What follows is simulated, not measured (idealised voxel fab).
process module | voxel self aligned vias
It is cross-section cut that appears here, measuring 295 nm in width, its square cells being 5 nm in size.
Cross-sections here: square-cell grids, written as top-down lists of bands, a band being one or more rows of cells.
Heads up on the band format: heights come first, top then bottom, in nm. After that it's the materials left to right, each with its width in nm. A single material flagged "full width" fills the whole band edge to edge, and "air" means there's empty space there.
We count height from 0. Below that, the starting wafer is all one material. The lowest band never ends at the bottom but goes on down; see "0 down" for how that is written.
Note: "30 to 40" means the width goes from the first number (top row of the band) to the second number (bottom row) in equal steps per row of cells.
Key: "no modifications" - step with no changed cell in the cross-section.
"Closed void inventory" specifies each empty space that is not open to the top and that occupies no fewer than 8 cells, using the form width x height at distance, the distance measured from the left edge and all three quantities in nm.
Formally, on a step line, whatever follows the settings is a remark that the simulator itself makes on the step.
A step line may carry the setting "overlay nm", which, for steps involving a mask, states the distance by which the mask lay to the right of its intended position; negative values denote displacement to the left.

## The steps planned for the process are as follows
1: RECEIVE,material Si
2: CONFORMAL_DEP,material SiO2,thk nm 15
3: CONFORMAL_DEP,material SiCN,thk nm 5
4: DIRECTIONAL_DEP,material SiO2,thk nm 20
5: PATTERN,tone open,mask id LINES,material resist,width nm 20,pitch nm 60,thk nm 15,overlay nm 0
6: DIRECTIONAL_ETCH,etch materials SiO2,depth nm 20
7: STRIP,etch materials resist
8: CONFORMAL_DEP,material TiN,thk nm 5
9: FILL_DEP,material Ru,thk nm 5
10: CMP,height nm 40
11: SELECTIVE_ETCH,etch materials W Ru TiN,depth nm 5
12: FILL_DEP,material SiN,thk nm 5
13: CMP,height nm 40
14: DIRECTIONAL_DEP,material SiO2,thk nm 20
15: PATTERN,tone open,mask id VIAS,material resist,width nm 30,pitch nm 60,thk nm 20,overlay nm 0
16: DIRECTIONAL_ETCH,etch materials SiO2,depth nm 20
17: DIRECTIONAL_ETCH,etch materials SiN,depth nm 5
18: STRIP,etch materials resist
19: CONFORMAL_DEP,material TiN,thk nm 5
20: FILL_DEP,material Cu,thk nm 10
21: CMP,height nm 60
22: CONFORMAL_DEP,material SiN,thk nm 5

## Here's what the wafer looked like in cross-section when it arrived - that's after step 1
    0 down: Si full width
    Closed void inventory: none

## As-planned run: cross-section of the first of two wafers at end of module
    65 to 60: SiN full width
    60 to 45: SiO2=70; TiN=5; Cu=20; TiN=5; SiO2=30; TiN=5; Cu=20; TiN=5; SiO2=30; TiN=5; Cu=20; TiN=5; SiO2=75
    45 to 40: SiO2=70; TiN=10; Cu=10; TiN=10; SiO2=30; TiN=10; Cu=10; TiN=10; SiO2=30; TiN=10; Cu=10; TiN=10; SiO2=75
    40 to 35: SiO2=75; TiN=20; SiO2=40; TiN=20; SiO2=40; TiN=20; SiO2=80
    35 to 25: SiO2=75; TiN=5; Ru=10; TiN=5; SiO2=40; TiN=5; Ru=10; TiN=5; SiO2=40; TiN=5; Ru=10; TiN=5; SiO2=80
    25 to 20: SiO2=75; TiN=20; SiO2=40; TiN=20; SiO2=40; TiN=20; SiO2=80
    20 to 15: SiCN full width
    15 to 0: SiO2 full width
    0 down: Si full width
    Closed void inventory: none

## Presented here is a cross-section of the second of the two wafers as it stood at the end of the module. It was started in the same manner and assigned the same plan as the first wafer; however, one mistake was made in its execution
    65 to 60: SiN full width
    60 to 45: SiO2=70; TiN=5; Cu=25; TiN=5; SiO2=25; TiN=5; Cu=25; TiN=5; SiO2=25; TiN=5; Cu=25; TiN=5; SiO2=70
    45 to 40: SiO2=70; TiN=10; Cu=10; TiN=15; SiO2=25; TiN=10; Cu=10; TiN=15; SiO2=25; TiN=10; Cu=10; TiN=15; SiO2=70
    40 to 35: SiO2=75; TiN=20; SiO2=40; TiN=20; SiO2=40; TiN=20; SiO2=80
    35 to 25: SiO2=75; TiN=5; Ru=10; TiN=5; SiO2=40; TiN=5; Ru=10; TiN=5; SiO2=40; TiN=5; Ru=10; TiN=5; SiO2=80
    25 to 20: SiO2=75; TiN=20; SiO2=40; TiN=20; SiO2=40; TiN=20; SiO2=80
    20 to 15: SiCN full width
    15 to 0: SiO2 full width
    0 down: Si full width
    Closed void inventory: none
Against the plan, the run slipped here: step 15: run off-plan, actual operation and settings PATTERN,tone open,mask id VIAS,material resist,width nm 35,pitch nm 60,thk nm 20,overlay nm 0
Once processing is complete, comparing cell counts shows that the second wafer has more or fewer of certain materials than the first: Cu +9; SiO2 -12; TiN +3
